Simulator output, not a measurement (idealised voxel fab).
The process module that follows is named voxel gate over fins.
The width of the displayed cross-section, cut, is 230 nm; its cells are square, with a size of 5 nm.
Square cells in a grid make up a cross-section in this document, and the grid is given as bands, listed from the top down, each one or more rows of cells.
What a band's entry tells you: where the top is and where the bottom is, as heights in nm, and after that what lies inside, material by material from left to right, each with its width in nm. Empty space is written as the word "air", and a single material marked with the word "full width" occupies the band from edge to edge.
Basically, 0 is our baseline, since under it the wafer straight out of the box is all one material. The bottom band has no lower end and keeps on going down, so it looks like "0..down".
Graded width ("30->40"): value in top row of band = first number; value in bottom row = second number; row-to-row change constant.
Reading "nothing changed" for a step: not a cell of the cross-section changed in it.
Each empty space that has no open way to the top and spans at least 8 cells appears under "Closed void table" as width x height at distance, the distance counted from the left edge, all in nm.
If you see something after the settings on a step's line, that's the simulator's own remark about that step.
For masked steps, "overlay nm" on the step line gives how far right of plan the mask actually lay; a minus sign means it lay to the left.
PLANNED STEP LIST FOR THE PROCESS
1,op RECEIVE | material Si
2,op CONFORMAL_DEP | material SiN | thk nm 5
3,op DIRECTIONAL_DEP | material aC | thk nm 10
4,op PATTERN | tone cover | mask id FINS | material resist | width nm 15 | pitch nm 45 | thk nm 25 | overlay nm 0
5,op DIRECTIONAL_ETCH | etch materials aC | depth nm 10
6,op STRIP | etch materials resist
7,op DIRECTIONAL_ETCH | etch materials SiN | depth nm 5
8,op DIRECTIONAL_ETCH | etch materials Si | depth nm 35
9,op STRIP | etch materials aC
10,op OXIDIZE | depth nm 5
11,op FILL_DEP | material SiO2 | thk nm 15
12,op CMP | height nm 5
13,op SELECTIVE_ETCH | etch materials SiO2 | depth nm 20
14,op STRIP | etch materials SiN
15,op CONFORMAL_DEP | material HfO2 | thk nm 5
16,op CONFORMAL_DEP | material TiN | thk nm 5
17,op FILL_DEP | material W | thk nm 15
18,op CMP | height nm 20
19,op CONFORMAL_DEP | material SiN | thk nm 5
WAFER AS RECEIVED: CROSS-SECTION FOLLOWING STEP 1
* 0..down | Si full width
* Closed void table: none
THE FOLLOWING CROSS-SECTION DEPICTS THE WAFER UPON CONCLUSION OF THE MODULE. PROCESSING COMMENCED FROM THE STARTING CONDITION ILLUSTRATED ABOVE AND ADHERED TO THE PLAN ILLUSTRATED ABOVE, SAVE FOR ONE MISTAKE IN EXECUTION
* 25..20 | SiN full width
* 20..10 | W full width
* 10..5 | TiN=65  W=5  TiN=40  W=5  TiN=40  W=5  TiN=70
* 5..0 | HfO2=60  TiN=5  W=5  TiN=5  HfO2=30  TiN=5  W=5  TiN=5  HfO2=30  TiN=5  W=5  TiN=5  HfO2=65
* 0..-5 | Si=55  HfO2=5  TiN=5  W=5  TiN=5  HfO2=5  Si=20  HfO2=5  TiN=5  W=5  TiN=5  HfO2=5  Si=20  HfO2=5  TiN=5  W=5  TiN=5  HfO2=5  Si=60
* -5..-10 | Si=55  HfO2=5  TiN=15  HfO2=5  Si=20  HfO2=5  TiN=15  HfO2=5  Si=20  HfO2=5  TiN=15  HfO2=5  Si=60
* -10..-15 | Si=55  HfO2=25  Si=20  HfO2=25  Si=20  HfO2=25  Si=60
* -15..-40 | Si=55  SiO2=25  Si=20  SiO2=25  Si=20  SiO2=25  Si=60
* -40..down | Si full width
* Closed void table: none
Here's what went sideways: so step 4 ended up running with a different setting than we planned, it ran as op PATTERN | tone open | mask id FINS | material resist | width nm 15 | pitch nm 45 | thk nm 25 | overlay nm 0
